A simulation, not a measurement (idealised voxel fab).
Process module name: voxel self aligned contacts
Cross-section cut spans 160 nm and uses square cells 5 nm in size.
Heads up, the way a cross-section reads in here is a grid of square cells, handed over as bands from the top down, with every band being one or more rows of cells.
The entry gives the band's vertical extent as a top height and a bottom height in nm, then its horizontal make-up as materials from left to right, each with a width in nm. "air" stands for empty space; a single material marked "throughout" fills the band edge to edge.
Heads up on the height convention: 0 is the point under which the incoming wafer is all one material, and the lowest band has no bottom, it just keeps going down, like "0 down".
With a width like "30->40", each row of cells in the band differs from the next by the same amount, the top row carrying the first number and the bottom row the second.
Step marked "no alteration"? Then no cell in the cross-section changed in it.
Look at "Closed void listing" for the closed voids: empty spaces with no open path to the top, sized 8 cells or up. Each is width x height at distance, distance from the left edge, all nm.
It should be noted that, on the line of a given step, the content following the step's settings is a remark produced by the simulator itself with respect to that step.
Among the settings permitted on a step's line is "overlay nm"; applied to a step with a mask, it specifies the extent to which the mask lay to the right of its planned position, whereas a negative figure signifies a position to the left.

# These are the steps we planned for the process
1: RECEIVE,material Si
2: CONFORMAL_DEP,material SiO2,thk nm 5
3: DIRECTIONAL_DEP,material polySi,thk nm 20
4: DIRECTIONAL_DEP,material SiN,thk nm 25
5: MASKED_ETCH,tone cover,mask id GATE,width nm 25,pitch nm 60,etch materials SiN,depth nm 25,overlay nm 0
6: MASKED_ETCH,tone cover,mask id GATE,width nm 25,pitch nm 60,etch materials polySi,depth nm 20,overlay nm 0
7: CONFORMAL_DEP,material SiN,thk nm 10
8: DIRECTIONAL_ETCH,etch materials SiN,depth nm 10
9: FILL_DEP,material SiO2,thk nm 20
10: CMP,height nm 60
11: MASKED_ETCH,tone open,mask id CONTACT,width nm 35,etch materials SiO2,depth nm 60,overlay nm 0
12: CONFORMAL_DEP,material TiN,thk nm 5
13: FILL_DEP,material Ru,thk nm 10
14: CMP,height nm 60
15: CONFORMAL_DEP,material SiCN,thk nm 5
Quick note for whoever runs this: the wafers start identical, but the width nm at step 11 isn't the same across them. The plan just shows what the first wafer had.

# First wafer of several, as received: cross-section after step 1
- 0 down: Si throughout
- Closed void listing: none

# wafer rows; end of module; cells per material since receipt: (+) gained, (-) lost; then closed voids
width nm 35, +15 Ru, +32 SiCN, +122 SiN, +178 SiO2, +29 TiN, +40 polySi, Closed void listing: none
width nm 40, +16 Ru, +32 SiCN, +122 SiN, +176 SiO2, +30 TiN, +40 polySi, Closed void listing: none
width nm 45, +17 Ru, +32 SiCN, +122 SiN, +174 SiO2, +31 TiN, +40 polySi, Closed void listing: none
width nm 50, +18 Ru, +32 SiCN, +122 SiN, +172 SiO2, +32 TiN, +40 polySi, Closed void listing: none
width nm 55, +19 Ru, +32 SiCN, +122 SiN, +170 SiO2, +33 TiN, +40 polySi, Closed void listing: none
width nm 60, +20 Ru, +32 SiCN, +122 SiN, +168 SiO2, +34 TiN, +40 polySi, Closed void listing: none
